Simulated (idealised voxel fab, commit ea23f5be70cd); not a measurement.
process module | voxel fin reveal
cross-section cut | 220 nm wide | cells 5 nm
A cross-section is a grid of square cells, given in bands from the top down. A band is one or more rows of cells.
Each band's line starts with the height of the band's top and of its bottom, in nm. Then come its materials from left to right, each with its width in nm. One material with "throughout" fills the band from edge to edge. "air" is empty space.
Height 0 is the level under which the wafer as received is all one material. The lowest band goes on downwards, as in "0 down".
A width such as "30 to 40" changes by the same amount from each row of cells to the next, from the band's top row to its bottom row.
"no change" after a step means that no cell of the cross-section changed.
closed voids: empty space of 8 cells or more with no open way to the top, each as width x height at its distance from the left edge, in nm
after a step's settings: what the simulator itself notes on the step
overlay nm, on a step with a mask: how far to the right of its planned place the mask lay; to the left if negative
plan
1 op RECEIVE | material Si
2 op CONFORMAL_DEP | material SiN | thk nm 10
3 op PATTERN | tone cover | mask id FINS | material resist | width nm 15 | pitch nm 35 | thk nm 20 | overlay nm 0
4 op DIRECTIONAL_ETCH | etch materials SiN | depth nm 10
5 op DIRECTIONAL_ETCH | etch materials Si | depth nm 30
6 op STRIP | etch materials resist
7 op FILL_DEP | material SiO2 | thk nm 15
8 op CMP | height nm 10
9 op SELECTIVE_ETCH | etch materials SiO2 | depth nm 25
10 op STRIP | etch materials SiN
as received, after step 1
  0 down: Si throughout
  closed voids: none
first wafer at the end, as planned
  0 to -15: air 85 | Si 15 | air 20 | Si 15 | air 85
  -15 to -30: SiO2 85 | Si 15 | SiO2 20 | Si 15 | SiO2 85
  -30 down: Si throughout
  closed voids: none
second wafer at the end: like start, like plan, one mistake
  0 to -15: Si 85 | air 15 | Si 20 | air 15 | Si 85
  -15 to -30: Si 85 | SiO2 15 | Si 20 | SiO2 15 | Si 85
  -30 down: Si throughout
  closed voids: none
what went wrong: step 3 ran as: op PATTERN | tone open | mask id FINS | material resist | width nm 15 | pitch nm 35 | thk nm 20 | overlay nm 0
at the end the second wafer has, in cells: 192 more of Si | 96 fewer of SiO2
